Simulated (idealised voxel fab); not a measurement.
Name of the process module below: voxel gate over fins
The cross-section on display is named cut; it measures 175 nm wide, and its cells are 5 nm squares.
Cross-section layout: square cells on a grid; listed as bands, top to bottom; a band spans one or more cell rows.
Band: top height; bottom height; in nm. Then, left to right: material with width in nm, for each material. "edge to edge": a single material spanning edge to edge. "blank": empty space.
The reference from which all heights are counted is 0, the level beneath which the as-received wafer is entirely one material; the lowest band, having no lower bound, proceeds downward and is written after the example "top 0, no bottom".
It should be noted that a width expressed as "30..40" varies in equal increments from row to row of cells within the band, taking the value of the first number at the top row and that of the second number at the bottom row.
"same as before" -> step changed no cross-section cell.
Voids not open to the top, 8 cells minimum: see "Sealed internal voids". Written width x height at distance; distance is from the left edge; nm.
Heads up: the bit after the settings on a step's line is the simulator's remark on that step.
A step line may carry the setting "overlay nm", which, for steps involving a mask, states the distance by which the mask lay to the right of its intended position; negative values denote displacement to the left.

Below is the list of planned process steps
| 1 | RECEIVE with material Si |
| 2 | CONFORMAL_DEP with material SiN, thk nm 10 |
| 3 | PATTERN with tone cover, mask id FINS, material resist, width nm 15, pitch nm 35, thk nm 20, overlay nm 0 |
| 4 | DIRECTIONAL_ETCH with etch materials SiN, depth nm 10 |
| 5 | DIRECTIONAL_ETCH with etch materials Si, depth nm 30 |
| 6 | STRIP with etch materials resist |
| 7 | OXIDIZE with depth nm 5 |
| 8 | FILL_DEP with material SiO2, thk nm 15 |
| 9 | CMP with height nm 10 |
| 10 | SELECTIVE_ETCH with etch materials SiO2, depth nm 25 |
| 11 | STRIP with etch materials SiN |
| 12 | CONFORMAL_DEP with material HfO2, thk nm 5 |
| 13 | CONFORMAL_DEP with material TiN, thk nm 5 |
| 14 | CONFORMAL_DEP with material TiAl, thk nm 5 |
| 15 | CONFORMAL_DEP with material TiN, thk nm 5 |
| 16 | FILL_DEP with material W, thk nm 15 |
| 17 | CMP with height nm 30 |
| 18 | CONFORMAL_DEP with material SiCN, thk nm 10 |

First of two wafers, processed according to plan

Wafer cross-section on receipt, i.e. after step 1
    top 0, no bottom  Si edge to edge
    Sealed internal voids: none

Wafer xsec, post step 2
    top 10, bottom 0  SiN edge to edge
    Under the height 0 nothing was changed.

Wafer xsec, post step 3
    top 30, bottom 10  blank 45 nm; resist 15 nm; blank 20 nm; resist 15 nm; blank 20 nm; resist 15 nm; blank 45 nm
    Under the height 10 nothing was changed.

Wafer xsec, post step 4
    top 30, bottom 10  blank 45 nm; resist 15 nm; blank 20 nm; resist 15 nm; blank 20 nm; resist 15 nm; blank 45 nm
    top 10, bottom 0  blank 45 nm; SiN 15 nm; blank 20 nm; SiN 15 nm; blank 20 nm; SiN 15 nm; blank 45 nm
    Under the height 0 nothing was changed.

Wafer xsec, post step 5
    top 30, bottom 10  blank 45 nm; resist 15 nm; blank 20 nm; resist 15 nm; blank 20 nm; resist 15 nm; blank 45 nm
    top 10, bottom 0  blank 45 nm; SiN 15 nm; blank 20 nm; SiN 15 nm; blank 20 nm; SiN 15 nm; blank 45 nm
    top 0, bottom -30  blank 45 nm; Si 15 nm; blank 20 nm; Si 15 nm; blank 20 nm; Si 15 nm; blank 45 nm
    Under the height -30 nothing was changed.

Wafer xsec, post step 6
    top 10, bottom 0  blank 45 nm; SiN 15 nm; blank 20 nm; SiN 15 nm; blank 20 nm; SiN 15 nm; blank 45 nm
    Under the height 0 nothing was changed.

Wafer xsec, post step 7
    top 10, bottom 0  blank 45 nm; SiN 15 nm; blank 20 nm; SiN 15 nm; blank 20 nm; SiN 15 nm; blank 45 nm
    top 0, bottom -30  blank 45 nm; SiO2 5 nm; Si 5 nm; SiO2 5 nm; blank 20 nm; SiO2 5 nm; Si 5 nm; SiO2 5 nm; blank 20 nm; SiO2 5 nm; Si 5 nm; SiO2 5 nm; blank 45 nm
    top -30, bottom -35  SiO2 50 nm; Si 5 nm; SiO2 30 nm; Si 5 nm; SiO2 30 nm; Si 5 nm; SiO2 50 nm
    Under the height -35 nothing was changed.

Wafer xsec, post step 8
    top 25, bottom 10  SiO2 edge to edge
    top 10, bottom 0  SiO2 45 nm; SiN 15 nm; SiO2 20 nm; SiN 15 nm; SiO2 20 nm; SiN 15 nm; SiO2 45 nm
    top 0, bottom -35  SiO2 50 nm; Si 5 nm; SiO2 30 nm; Si 5 nm; SiO2 30 nm; Si 5 nm; SiO2 50 nm
    Under the height -35 nothing was changed.

Wafer xsec, post step 9
    top 10, bottom 0  SiO2 45 nm; SiN 15 nm; SiO2 20 nm; SiN 15 nm; SiO2 20 nm; SiN 15 nm; SiO2 45 nm
    Under the height 0 nothing was changed.

Wafer xsec, post step 10
    top 10, bottom 0  blank 45 nm; SiN 15 nm; blank 20 nm; SiN 15 nm; blank 20 nm; SiN 15 nm; blank 45 nm
    top 0, bottom -15  blank 50 nm; Si 5 nm; blank 30 nm; Si 5 nm; blank 30 nm; Si 5 nm; blank 50 nm
    Under the height -15 nothing was changed.

Wafer xsec, post step 11
    top 0, bottom -15  blank 50 nm; Si 5 nm; blank 30 nm; Si 5 nm; blank 30 nm; Si 5 nm; blank 50 nm
    Under the height -15 nothing was changed.

Wafer xsec, post step 12
    top 5, bottom 0  blank 45 nm; HfO2 15 nm; blank 20 nm; HfO2 15 nm; blank 20 nm; HfO2 15 nm; blank 45 nm
    top 0, bottom -10  blank 45 nm; HfO2 5 nm; Si 5 nm; HfO2 5 nm; blank 20 nm; HfO2 5 nm; Si 5 nm; HfO2 5 nm; blank 20 nm; HfO2 5 nm; Si 5 nm; HfO2 5 nm; blank 45 nm
    top -10, bottom -15  HfO2 50 nm; Si 5 nm; HfO2 30 nm; Si 5 nm; HfO2 30 nm; Si 5 nm; HfO2 50 nm
    Under the height -15 nothing was changed.

Wafer xsec, post step 13
    top 10, bottom 5  blank 40 nm; TiN 25 nm; blank 10 nm; TiN 25 nm; blank 10 nm; TiN 25 nm; blank 40 nm
    top 5, bottom 0  blank 40 nm; TiN 5 nm; HfO2 15 nm; TiN 5 nm; blank 10 nm; TiN 5 nm; HfO2 15 nm; TiN 5 nm; blank 10 nm; TiN 5 nm; HfO2 15 nm; TiN 5 nm; blank 40 nm
    top 0, bottom -5  blank 40 nm; TiN 5 nm; HfO2 5 nm; Si 5 nm; HfO2 5 nm; TiN 5 nm; blank 10 nm; TiN 5 nm; HfO2 5 nm; Si 5 nm; HfO2 5 nm; TiN 5 nm; blank 10 nm; TiN 5 nm; HfO2 5 nm; Si 5 nm; HfO2 5 nm; TiN 5 nm; blank 40 nm
    top -5, bottom -10  TiN 45 nm; HfO2 5 nm; Si 5 nm; HfO2 5 nm; TiN 20 nm; HfO2 5 nm; Si 5 nm; HfO2 5 nm; TiN 20 nm; HfO2 5 nm; Si 5 nm; HfO2 5 nm; TiN 45 nm
    Under the height -10 nothing was changed.

Wafer xsec, post step 14
    top 15, bottom 10  blank 35 nm; TiAl 105 nm; blank 35 nm
    top 10, bottom 5  blank 35 nm; TiAl 5 nm; TiN 25 nm; TiAl 10 nm; TiN 25 nm; TiAl 10 nm; TiN 25 nm; TiAl 5 nm; blank 35 nm
    top 5, bottom 0  blank 35 nm; TiAl 5 nm; TiN 5 nm; HfO2 15 nm; TiN 5 nm; TiAl 10 nm; TiN 5 nm; HfO2 15 nm; TiN 5 nm; TiAl 10 nm; TiN 5 nm; HfO2 15 nm; TiN 5 nm; TiAl 5 nm; blank 35 nm
    top 0, bottom -5  TiAl 40 nm; TiN 5 nm; HfO2 5 nm; Si 5 nm; HfO2 5 nm; TiN 5 nm; TiAl 10 nm; TiN 5 nm; HfO2 5 nm; Si 5 nm; HfO2 5 nm; TiN 5 nm; TiAl 10 nm; TiN 5 nm; HfO2 5 nm; Si 5 nm; HfO2 5 nm; TiN 5 nm; TiAl 40 nm
    Under the height -5 nothing was changed.

Wafer xsec, post step 15
    top 20, bottom 15  blank 30 nm; TiN 115 nm; blank 30 nm
    top 15, bottom 10  blank 30 nm; TiN 5 nm; TiAl 105 nm; TiN 5 nm; blank 30 nm
    top 10, bottom 5  blank 30 nm; TiN 5 nm; TiAl 5 nm; TiN 25 nm; TiAl 10 nm; TiN 25 nm; TiAl 10 nm; TiN 25 nm; TiAl 5 nm; TiN 5 nm; blank 30 nm
    top 5, bottom 0  TiN 35 nm; TiAl 5 nm; TiN 5 nm; HfO2 15 nm; TiN 5 nm; TiAl 10 nm; TiN 5 nm; HfO2 15 nm; TiN 5 nm; TiAl 10 nm; TiN 5 nm; HfO2 15 nm; TiN 5 nm; TiAl 5 nm; TiN 35 nm
    Under the height 0 nothing was changed.

Wafer xsec, post step 16
    top 35, bottom 20  W edge to edge
    top 20, bottom 15  W 30 nm; TiN 115 nm; W 30 nm
    top 15, bottom 10  W 30 nm; TiN 5 nm; TiAl 105 nm; TiN 5 nm; W 30 nm
    top 10, bottom 5  W 30 nm; TiN 5 nm; TiAl 5 nm; TiN 25 nm; TiAl 10 nm; TiN 25 nm; TiAl 10 nm; TiN 25 nm; TiAl 5 nm; TiN 5 nm; W 30 nm
    Under the height 5 nothing was changed.

Wafer xsec, post step 17
    top 30, bottom 20  W edge to edge
    Under the height 20 nothing was changed.

Wafer xsec, post step 18
    top 40, bottom 30  SiCN edge to edge
    Under the height 30 nothing was changed.

For the second wafer, take the first wafer's start and plan, then add one mistake made in running it; everything through step 4, that step included, is shared with the first

What the second wafer looks like in cross-section when step 5 should have wrapped up
    top 30, bottom 10  blank 45 nm; resist 15 nm; blank 20 nm; resist 15 nm; blank 20 nm; resist 15 nm; blank 45 nm
    top 10, bottom 0  blank 45 nm; SiN 15 nm; blank 20 nm; SiN 15 nm; blank 20 nm; SiN 15 nm; blank 45 nm
    top 0, bottom -60  blank 45 nm; Si 15 nm; blank 20 nm; Si 15 nm; blank 20 nm; Si 15 nm; blank 45 nm
    Under the height -60 nothing was changed.

What the second wafer looks like in cross-section when step 6 should have wrapped up
    top 10, bottom 0  blank 45 nm; SiN 15 nm; blank 20 nm; SiN 15 nm; blank 20 nm; SiN 15 nm; blank 45 nm
    Under the height 0 nothing was changed.

What the second wafer looks like in cross-section when step 7 should have wrapped up
    top 10, bottom 0  blank 45 nm; SiN 15 nm; blank 20 nm; SiN 15 nm; blank 20 nm; SiN 15 nm; blank 45 nm
    top 0, bottom -60  blank 45 nm; SiO2 5 nm; Si 5 nm; SiO2 5 nm; blank 20 nm; SiO2 5 nm; Si 5 nm; SiO2 5 nm; blank 20 nm; SiO2 5 nm; Si 5 nm; SiO2 5 nm; blank 45 nm
    top -60, bottom -65  SiO2 50 nm; Si 5 nm; SiO2 30 nm; Si 5 nm; SiO2 30 nm; Si 5 nm; SiO2 50 nm
    Under the height -65 nothing was changed.

What the second wafer looks like in cross-section when step 8 should have wrapped up
    top 25, bottom 10  SiO2 edge to edge
    top 10, bottom 0  SiO2 45 nm; SiN 15 nm; SiO2 20 nm; SiN 15 nm; SiO2 20 nm; SiN 15 nm; SiO2 45 nm
    top 0, bottom -65  SiO2 50 nm; Si 5 nm; SiO2 30 nm; Si 5 nm; SiO2 30 nm; Si 5 nm; SiO2 50 nm
    Under the height -65 nothing was changed.

What the second wafer looks like in cross-section when step 9 should have wrapped up
    top 10, bottom 0  SiO2 45 nm; SiN 15 nm; SiO2 20 nm; SiN 15 nm; SiO2 20 nm; SiN 15 nm; SiO2 45 nm
    Under the height 0 nothing was changed.

What the second wafer looks like in cross-section when step 10 should have wrapped up
    top 10, bottom 0  blank 45 nm; SiN 15 nm; blank 20 nm; SiN 15 nm; blank 20 nm; SiN 15 nm; blank 45 nm
    top 0, bottom -15  blank 50 nm; Si 5 nm; blank 30 nm; Si 5 nm; blank 30 nm; Si 5 nm; blank 50 nm
    Under the height -15 nothing was changed.

What the second wafer looks like in cross-section when step 11 should have wrapped up
    top 0, bottom -15  blank 50 nm; Si 5 nm; blank 30 nm; Si 5 nm; blank 30 nm; Si 5 nm; blank 50 nm
    Under the height -15 nothing was changed.

What the second wafer looks like in cross-section when step 12 should have wrapped up
    top 5, bottom 0  blank 45 nm; HfO2 15 nm; blank 20 nm; HfO2 15 nm; blank 20 nm; HfO2 15 nm; blank 45 nm
    top 0, bottom -10  blank 45 nm; HfO2 5 nm; Si 5 nm; HfO2 5 nm; blank 20 nm; HfO2 5 nm; Si 5 nm; HfO2 5 nm; blank 20 nm; HfO2 5 nm; Si 5 nm; HfO2 5 nm; blank 45 nm
    top -10, bottom -15  HfO2 50 nm; Si 5 nm; HfO2 30 nm; Si 5 nm; HfO2 30 nm; Si 5 nm; HfO2 50 nm
    Under the height -15 nothing was changed.

What the second wafer looks like in cross-section when step 13 should have wrapped up
    top 10, bottom 5  blank 40 nm; TiN 25 nm; blank 10 nm; TiN 25 nm; blank 10 nm; TiN 25 nm; blank 40 nm
    top 5, bottom 0  blank 40 nm; TiN 5 nm; HfO2 15 nm; TiN 5 nm; blank 10 nm; TiN 5 nm; HfO2 15 nm; TiN 5 nm; blank 10 nm; TiN 5 nm; HfO2 15 nm; TiN 5 nm; blank 40 nm
    top 0, bottom -5  blank 40 nm; TiN 5 nm; HfO2 5 nm; Si 5 nm; HfO2 5 nm; TiN 5 nm; blank 10 nm; TiN 5 nm; HfO2 5 nm; Si 5 nm; HfO2 5 nm; TiN 5 nm; blank 10 nm; TiN 5 nm; HfO2 5 nm; Si 5 nm; HfO2 5 nm; TiN 5 nm; blank 40 nm
    top -5, bottom -10  TiN 45 nm; HfO2 5 nm; Si 5 nm; HfO2 5 nm; TiN 20 nm; HfO2 5 nm; Si 5 nm; HfO2 5 nm; TiN 20 nm; HfO2 5 nm; Si 5 nm; HfO2 5 nm; TiN 45 nm
    Under the height -10 nothing was changed.

What the second wafer looks like in cross-section when step 14 should have wrapped up
    top 15, bottom 10  blank 35 nm; TiAl 105 nm; blank 35 nm
    top 10, bottom 5  blank 35 nm; TiAl 5 nm; TiN 25 nm; TiAl 10 nm; TiN 25 nm; TiAl 10 nm; TiN 25 nm; TiAl 5 nm; blank 35 nm
    top 5, bottom 0  blank 35 nm; TiAl 5 nm; TiN 5 nm; HfO2 15 nm; TiN 5 nm; TiAl 10 nm; TiN 5 nm; HfO2 15 nm; TiN 5 nm; TiAl 10 nm; TiN 5 nm; HfO2 15 nm; TiN 5 nm; TiAl 5 nm; blank 35 nm
    top 0, bottom -5  TiAl 40 nm; TiN 5 nm; HfO2 5 nm; Si 5 nm; HfO2 5 nm; TiN 5 nm; TiAl 10 nm; TiN 5 nm; HfO2 5 nm; Si 5 nm; HfO2 5 nm; TiN 5 nm; TiAl 10 nm; TiN 5 nm; HfO2 5 nm; Si 5 nm; HfO2 5 nm; TiN 5 nm; TiAl 40 nm
    Under the height -5 nothing was changed.

What the second wafer looks like in cross-section when step 15 should have wrapped up
    top 20, bottom 15  blank 30 nm; TiN 115 nm; blank 30 nm
    top 15, bottom 10  blank 30 nm; TiN 5 nm; TiAl 105 nm; TiN 5 nm; blank 30 nm
    top 10, bottom 5  blank 30 nm; TiN 5 nm; TiAl 5 nm; TiN 25 nm; TiAl 10 nm; TiN 25 nm; TiAl 10 nm; TiN 25 nm; TiAl 5 nm; TiN 5 nm; blank 30 nm
    top 5, bottom 0  TiN 35 nm; TiAl 5 nm; TiN 5 nm; HfO2 15 nm; TiN 5 nm; TiAl 10 nm; TiN 5 nm; HfO2 15 nm; TiN 5 nm; TiAl 10 nm; TiN 5 nm; HfO2 15 nm; TiN 5 nm; TiAl 5 nm; TiN 35 nm
    Under the height 0 nothing was changed.

What the second wafer looks like in cross-section when step 16 should have wrapped up
    top 35, bottom 20  W edge to edge
    top 20, bottom 15  W 30 nm; TiN 115 nm; W 30 nm
    top 15, bottom 10  W 30 nm; TiN 5 nm; TiAl 105 nm; TiN 5 nm; W 30 nm
    top 10, bottom 5  W 30 nm; TiN 5 nm; TiAl 5 nm; TiN 25 nm; TiAl 10 nm; TiN 25 nm; TiAl 10 nm; TiN 25 nm; TiAl 5 nm; TiN 5 nm; W 30 nm
    Under the height 5 nothing was changed.

What the second wafer looks like in cross-section when step 17 should have wrapped up
    top 30, bottom 20  W edge to edge
    Under the height 20 nothing was changed.

What the second wafer looks like in cross-section when step 18 should have wrapped up
    top 40, bottom 30  SiCN edge to edge
    Under the height 30 nothing was changed.
Deviation from plan: step 5 of the plan was twice carried out
Once processing is complete, comparing cell counts shows that the second wafer has more or fewer of certain materials than the first: Si -192, SiO2 +192
